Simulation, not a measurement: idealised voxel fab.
This section sets out a process module, namely voxel self aligned vias.
Cross-section cut: width 285 nm, square cells of 5 nm.
In this document a cross-section is written as a grid of square cells. It is given as a series of bands, listed from the top down, and a band is one or more rows of cells. It is stipulated that each band's entry specify, in nanometres, the height of the top of the band and then that of its bottom, followed by the materials of the band in left-to-right sequence, each together with its width in nanometres. A single material marked by the word "throughout" is understood to fill the band from edge to edge; the word "blank" is understood to denote empty space. Heights are expressed relative to 0, this being the level below which the as-received wafer comprises one material exclusively. The lowest band is unbounded in the downward direction and is denoted as in "0 and below". The expression "30->40" gives the width at the extremes of the band, the first number at its top row of cells and the second at its bottom row, with the width changing by equal amounts from each row to the next in between. You'll sometimes find "remained the same" written for a step, and that's the way of saying that nowhere in the cross-section did a cell change during that step. What "Closed void list" gives you is every empty space of 8 cells or more that is cut off from the top. Each appears as width x height at distance, with the distance taken from the left edge and width, height and distance all in nm. It should be noted that, on the line of a given step, the content following the step's settings is a remark produced by the simulator itself with respect to that step. overlay nm: mask offset rightward from planned place, masked step; negative means leftward offset.
# So here's the lineup of process steps we planned
- 1: RECEIVE (material Si)
- 2: CONFORMAL_DEP (material SiO2; thk nm 15)
- 3: CONFORMAL_DEP (material SiCN; thk nm 5)
- 4: DIRECTIONAL_DEP (material SiO2; thk nm 20)
- 5: PATTERN (tone open; mask id LINES; material resist; width nm 20; pitch nm 45; thk nm 15; overlay nm 0)
- 6: DIRECTIONAL_ETCH (etch materials SiO2; depth nm 20)
- 7: STRIP (etch materials resist)
- 8: CONFORMAL_DEP (material TiN; thk nm 5)
- 9: FILL_DEP (material W; thk nm 5)
- 10: CMP (height nm 40)
- 11: SELECTIVE_ETCH (etch materials W Ru TiN; depth nm 5)
- 12: FILL_DEP (material SiN; thk nm 10)
- 13: CMP (height nm 40)
- 14: DIRECTIONAL_DEP (material SiO2; thk nm 15)
- 15: DIRECTIONAL_DEP (material aC; thk nm 15)
- 16: PATTERN (tone open; mask id VIAS; material resist; width nm 30; thk nm 30; overlay nm 0)
- 17: DIRECTIONAL_ETCH (etch materials aC; depth nm 15)
- 18: STRIP (etch materials resist)
- 19: DIRECTIONAL_ETCH (etch materials SiO2; depth nm 15)
- 20: DIRECTIONAL_ETCH (etch materials SiN; depth nm 5)
- 21: STRIP (etch materials aC)
- 22: CONFORMAL_DEP (material TiN; thk nm 5)
- 23: FILL_DEP (material W; thk nm 5)
- 24: CMP (height nm 55)
- 25: CONFORMAL_DEP (material SiN; thk nm 5)
# Incoming wafer, cross-sectional view, post step 1
- 0 and below | Si throughout
- Closed void list: none
# This is how the wafer looks in cross-section once the module is done, given the starting state and plan above and one mistake in carrying the plan out
- 60 down to 55 | SiN throughout
- 55 down to 45 | SiO2 105; TiN 5; W 20; TiN 5; SiO2 150
- 45 down to 40 | SiO2 105; TiN 15; W 5; TiN 10; SiO2 150
- 40 down to 35 | SiO2 115; TiN 15; SiO2 30; SiN 15; SiO2 110
- 35 down to 25 | SiO2 115; TiN 5; W 5; TiN 5; SiO2 30; TiN 5; W 5; TiN 5; SiO2 110
- 25 down to 20 | SiO2 115; TiN 15; SiO2 30; TiN 15; SiO2 110
- 20 down to 15 | SiCN throughout
- 15 down to 0 | SiO2 throughout
- 0 and below | Si throughout
- Closed void list: none
Where did the run depart from the plan? for step 5, the planned setting was not used; the step was instead run as PATTERN (tone open; mask id LINES; material resist; width nm 15; pitch nm 45; thk nm 15; overlay nm 0)
